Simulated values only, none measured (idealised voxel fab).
The following is a process module called voxel self aligned contacts.
FYI the section here is cut, 240 nm wide, cells are 5 nm squares.
A cross-section in this document is a grid of square cells, and it is written down as bands, the top band listed before the ones below it; a band is made up of one or more rows of cells. Heads up on the band format: heights come first, top then bottom, in nm. After that it's the materials left to right, each with its width in nm. A single material flagged "all across" fills the whole band edge to edge, and "blank" means there's empty space there. Heights are measured from 0, the level below which the as-received wafer is all one material; the lowest band has no bottom and continues downward, written as in "0..down". Read "30..40" as a graded width: first number on top, second number at the bottom, same change between each pair of neighbouring rows. For the purposes of this document, the phrase "no change" attached to a step denotes that no cell within the cross-section was modified by that step. Reported under the label "Enclosed voids" are the empty spaces having no open way to the top and comprising 8 cells or more; the notation for each is width x height at distance, in which the distance is measured from the left edge and all three values are in nm. That trailing text on a step's line, after the settings, is the simulator's own remark on the step. "overlay nm", when on a step's line for a step with a mask, measures how far to the right of its planned place the mask lay; a negative measure means to the left.

**Here's what the planned process steps look like**
1: RECEIVE [material Si]
2: CONFORMAL_DEP [material SiO2] [thk nm 5]
3: DIRECTIONAL_DEP [material polySi] [thk nm 25]
4: DIRECTIONAL_DEP [material SiN] [thk nm 20]
5: DIRECTIONAL_DEP [material aC] [thk nm 10]
6: PATTERN [tone cover] [mask id GATE] [material resist] [width nm 35] [pitch nm 75] [thk nm 25] [overlay nm 0]
7: DIRECTIONAL_ETCH [etch materials aC] [depth nm 10]
8: STRIP [etch materials resist]
9: DIRECTIONAL_ETCH [etch materials SiN] [depth nm 20]
10: DIRECTIONAL_ETCH [etch materials polySi] [depth nm 25]
11: STRIP [etch materials aC]
12: CONFORMAL_DEP [material SiN] [thk nm 10]
13: DIRECTIONAL_ETCH [etch materials SiN] [depth nm 10]
14: FILL_DEP [material SiO2] [thk nm 10]
15: CMP [height nm 55]
16: MASKED_ETCH [tone open] [mask id CONTACT] [width nm 60] [etch materials SiO2] [depth nm 55] [overlay nm 0]
17: CONFORMAL_DEP [material TiN] [thk nm 5]
18: FILL_DEP [material W] [thk nm 5]
19: CMP [height nm 55]
20: CONFORMAL_DEP [material SiCN] [thk nm 5]

**First wafer out of two, processed as planned**

**Wafer at receipt (post step 1), cross-section**
    0..down  Si all across
    Enclosed voids: none

**Once step 2 is through, the wafer looks like this in cross-section**
    5..0  SiO2 all across
    Everything under 0 stays put, no change at all.

**Once step 3 is through, the wafer looks like this in cross-section**
    30..5  polySi all across
    Everything under 5 stays put, no change at all.

**Once step 4 is through, the wafer looks like this in cross-section**
    50..30  SiN all across
    Everything under 30 stays put, no change at all.

**Once step 5 is through, the wafer looks like this in cross-section**
    60..50  aC all across
    Everything under 50 stays put, no change at all.

**Once step 6 is through, the wafer looks like this in cross-section**
    85..60  blank 65 nm, then resist 35 nm, then blank 40 nm, then resist 35 nm, then blank 65 nm
    Everything under 60 stays put, no change at all.

**Once step 7 is through, the wafer looks like this in cross-section**
    75..60  blank 65 nm, then resist 35 nm, then blank 40 nm, then resist 35 nm, then blank 65 nm
    60..50  blank 65 nm, then aC 35 nm, then blank 40 nm, then aC 35 nm, then blank 65 nm
    Everything under 50 stays put, no change at all.

**Once step 8 is through, the wafer looks like this in cross-section**
    60..50  blank 65 nm, then aC 35 nm, then blank 40 nm, then aC 35 nm, then blank 65 nm
    Everything under 50 stays put, no change at all.

**Once step 9 is through, the wafer looks like this in cross-section**
    60..50  blank 65 nm, then aC 35 nm, then blank 40 nm, then aC 35 nm, then blank 65 nm
    50..30  blank 65 nm, then SiN 35 nm, then blank 40 nm, then SiN 35 nm, then blank 65 nm
    Everything under 30 stays put, no change at all.

**Once step 10 is through, the wafer looks like this in cross-section**
    60..50  blank 65 nm, then aC 35 nm, then blank 40 nm, then aC 35 nm, then blank 65 nm
    50..30  blank 65 nm, then SiN 35 nm, then blank 40 nm, then SiN 35 nm, then blank 65 nm
    30..5  blank 65 nm, then polySi 35 nm, then blank 40 nm, then polySi 35 nm, then blank 65 nm
    Everything under 5 stays put, no change at all.

**Once step 11 is through, the wafer looks like this in cross-section**
    50..30  blank 65 nm, then SiN 35 nm, then blank 40 nm, then SiN 35 nm, then blank 65 nm
    Everything under 30 stays put, no change at all.

**Once step 12 is through, the wafer looks like this in cross-section**
    60..30  blank 55 nm, then SiN 55 nm, then blank 20 nm, then SiN 55 nm, then blank 55 nm
    30..15  blank 55 nm, then SiN 10 nm, then polySi 35 nm, then SiN 10 nm, then blank 20 nm, then SiN 10 nm, then polySi 35 nm, then SiN 10 nm, then blank 55 nm
    15..5  SiN 65 nm, then polySi 35 nm, then SiN 40 nm, then polySi 35 nm, then SiN 65 nm
    Everything under 5 stays put, no change at all.

**Once step 13 is through, the wafer looks like this in cross-section**
    50..30  blank 55 nm, then SiN 55 nm, then blank 20 nm, then SiN 55 nm, then blank 55 nm
    30..5  blank 55 nm, then SiN 10 nm, then polySi 35 nm, then SiN 10 nm, then blank 20 nm, then SiN 10 nm, then polySi 35 nm, then SiN 10 nm, then blank 55 nm
    Everything under 5 stays put, no change at all.

**Once step 14 is through, the wafer looks like this in cross-section**
    60..50  SiO2 all across
    50..30  SiO2 55 nm, then SiN 55 nm, then SiO2 20 nm, then SiN 55 nm, then SiO2 55 nm
    30..5  SiO2 55 nm, then SiN 10 nm, then polySi 35 nm, then SiN 10 nm, then SiO2 20 nm, then SiN 10 nm, then polySi 35 nm, then SiN 10 nm, then SiO2 55 nm
    Everything under 5 stays put, no change at all.

**Once step 15 is through, the wafer looks like this in cross-section**
    55..50  SiO2 all across
    Everything under 50 stays put, no change at all.

**Once step 16 is through, the wafer looks like this in cross-section**
    55..50  SiO2 90 nm, then blank 60 nm, then SiO2 90 nm
    50..30  SiO2 55 nm, then SiN 55 nm, then blank 20 nm, then SiN 55 nm, then SiO2 55 nm
    30..5  SiO2 55 nm, then SiN 10 nm, then polySi 35 nm, then SiN 10 nm, then blank 20 nm, then SiN 10 nm, then polySi 35 nm, then SiN 10 nm, then SiO2 55 nm
    5..0  SiO2 110 nm, then blank 20 nm, then SiO2 110 nm
    Everything under 0 stays put, no change at all.

**Once step 17 is through, the wafer looks like this in cross-section**
    60..55  TiN 95 nm, then blank 50 nm, then TiN 95 nm
    55..50  SiO2 90 nm, then TiN 25 nm, then blank 10 nm, then TiN 25 nm, then SiO2 90 nm
    50..30  SiO2 55 nm, then SiN 55 nm, then TiN 5 nm, then blank 10 nm, then TiN 5 nm, then SiN 55 nm, then SiO2 55 nm
    30..5  SiO2 55 nm, then SiN 10 nm, then polySi 35 nm, then SiN 10 nm, then TiN 5 nm, then blank 10 nm, then TiN 5 nm, then SiN 10 nm, then polySi 35 nm, then SiN 10 nm, then SiO2 55 nm
    5..0  SiO2 110 nm, then TiN 20 nm, then SiO2 110 nm
    Everything under 0 stays put, no change at all.

**Once step 18 is through, the wafer looks like this in cross-section**
    65..60  W all across
    60..55  TiN 95 nm, then W 50 nm, then TiN 95 nm
    55..50  SiO2 90 nm, then TiN 25 nm, then W 10 nm, then TiN 25 nm, then SiO2 90 nm
    50..30  SiO2 55 nm, then SiN 55 nm, then TiN 5 nm, then W 10 nm, then TiN 5 nm, then SiN 55 nm, then SiO2 55 nm
    30..5  SiO2 55 nm, then SiN 10 nm, then polySi 35 nm, then SiN 10 nm, then TiN 5 nm, then W 10 nm, then TiN 5 nm, then SiN 10 nm, then polySi 35 nm, then SiN 10 nm, then SiO2 55 nm
    Everything under 5 stays put, no change at all.

**Once step 19 is through, the wafer looks like this in cross-section**
    55..50  SiO2 90 nm, then TiN 25 nm, then W 10 nm, then TiN 25 nm, then SiO2 90 nm
    Everything under 50 stays put, no change at all.

**Once step 20 is through, the wafer looks like this in cross-section**
    60..55  SiCN all across
    Everything under 55 stays put, no change at all.

**Okay, second wafer. Nothing different at the start, nothing different in the plan, just one mistake somewhere in the running. As far as step 5, counting that step, it's the first wafer all over again**

**Cross-sectional representation of the second wafer at the time designated in the plan for the completion of step 6**
    85..60  resist 65 nm, then blank 35 nm, then resist 40 nm, then blank 35 nm, then resist 65 nm
    Everything under 60 stays put, no change at all.

**Cross-sectional representation of the second wafer at the time designated in the plan for the completion of step 7**
    75..60  resist 65 nm, then blank 35 nm, then resist 40 nm, then blank 35 nm, then resist 65 nm
    60..50  aC 65 nm, then blank 35 nm, then aC 40 nm, then blank 35 nm, then aC 65 nm
    Everything under 50 stays put, no change at all.

**Cross-sectional representation of the second wafer at the time designated in the plan for the completion of step 8**
    60..50  aC 65 nm, then blank 35 nm, then aC 40 nm, then blank 35 nm, then aC 65 nm
    Everything under 50 stays put, no change at all.

**Cross-sectional representation of the second wafer at the time designated in the plan for the completion of step 9**
    60..50  aC 65 nm, then blank 35 nm, then aC 40 nm, then blank 35 nm, then aC 65 nm
    50..30  SiN 65 nm, then blank 35 nm, then SiN 40 nm, then blank 35 nm, then SiN 65 nm
    Everything under 30 stays put, no change at all.

**Cross-sectional representation of the second wafer at the time designated in the plan for the completion of step 10**
    60..50  aC 65 nm, then blank 35 nm, then aC 40 nm, then blank 35 nm, then aC 65 nm
    50..30  SiN 65 nm, then blank 35 nm, then SiN 40 nm, then blank 35 nm, then SiN 65 nm
    30..5  polySi 65 nm, then blank 35 nm, then polySi 40 nm, then blank 35 nm, then polySi 65 nm
    Everything under 5 stays put, no change at all.

**Cross-sectional representation of the second wafer at the time designated in the plan for the completion of step 11**
    50..30  SiN 65 nm, then blank 35 nm, then SiN 40 nm, then blank 35 nm, then SiN 65 nm
    Everything under 30 stays put, no change at all.

**Cross-sectional representation of the second wafer at the time designated in the plan for the completion of step 12**
    60..30  SiN 75 nm, then blank 15 nm, then SiN 60 nm, then blank 15 nm, then SiN 75 nm
    30..15  polySi 65 nm, then SiN 10 nm, then blank 15 nm, then SiN 10 nm, then polySi 40 nm, then SiN 10 nm, then blank 15 nm, then SiN 10 nm, then polySi 65 nm
    15..5  polySi 65 nm, then SiN 35 nm, then polySi 40 nm, then SiN 35 nm, then polySi 65 nm
    Everything under 5 stays put, no change at all.

**Cross-sectional representation of the second wafer at the time designated in the plan for the completion of step 13**
    50..30  SiN 75 nm, then blank 15 nm, then SiN 60 nm, then blank 15 nm, then SiN 75 nm
    30..5  polySi 65 nm, then SiN 10 nm, then blank 15 nm, then SiN 10 nm, then polySi 40 nm, then SiN 10 nm, then blank 15 nm, then SiN 10 nm, then polySi 65 nm
    Everything under 5 stays put, no change at all.

**Cross-sectional representation of the second wafer at the time designated in the plan for the completion of step 14**
    60..50  SiO2 all across
    50..30  SiN 75 nm, then SiO2 15 nm, then SiN 60 nm, then SiO2 15 nm, then SiN 75 nm
    30..5  polySi 65 nm, then SiN 10 nm, then SiO2 15 nm, then SiN 10 nm, then polySi 40 nm, then SiN 10 nm, then SiO2 15 nm, then SiN 10 nm, then polySi 65 nm
    Everything under 5 stays put, no change at all.

**Cross-sectional representation of the second wafer at the time designated in the plan for the completion of step 15**
    55..50  SiO2 all across
    Everything under 50 stays put, no change at all.

**Cross-sectional representation of the second wafer at the time designated in the plan for the completion of step 16**
    55..50  SiO2 90 nm, then blank 60 nm, then SiO2 90 nm
    Everything under 50 stays put, no change at all.

**Cross-sectional representation of the second wafer at the time designated in the plan for the completion of step 17**
    60..55  TiN 95 nm, then blank 50 nm, then TiN 95 nm
    55..50  SiO2 90 nm, then TiN 60 nm, then SiO2 90 nm
    Everything under 50 stays put, no change at all.

**Cross-sectional representation of the second wafer at the time designated in the plan for the completion of step 18**
    65..60  W all across
    60..55  TiN 95 nm, then W 50 nm, then TiN 95 nm
    Everything under 55 stays put, no change at all.

**Cross-sectional representation of the second wafer at the time designated in the plan for the completion of step 19**
    55..50  SiO2 90 nm, then TiN 60 nm, then SiO2 90 nm
    Everything under 50 stays put, no change at all.

**Cross-sectional representation of the second wafer at the time designated in the plan for the completion of step 20**
    60..55  SiCN all across
    Everything under 55 stays put, no change at all.
What broke from the plan during processing? not per plan at step 6, really ran PATTERN [tone open] [mask id GATE] [material resist] [width nm 35] [pitch nm 75] [thk nm 25] [overlay nm 0]
Wrapping up, a cell-based count of both wafers puts the second over or under the first for these materials: +80 SiN, -140 SiO2, -20 TiN, -20 W, +100 polySi
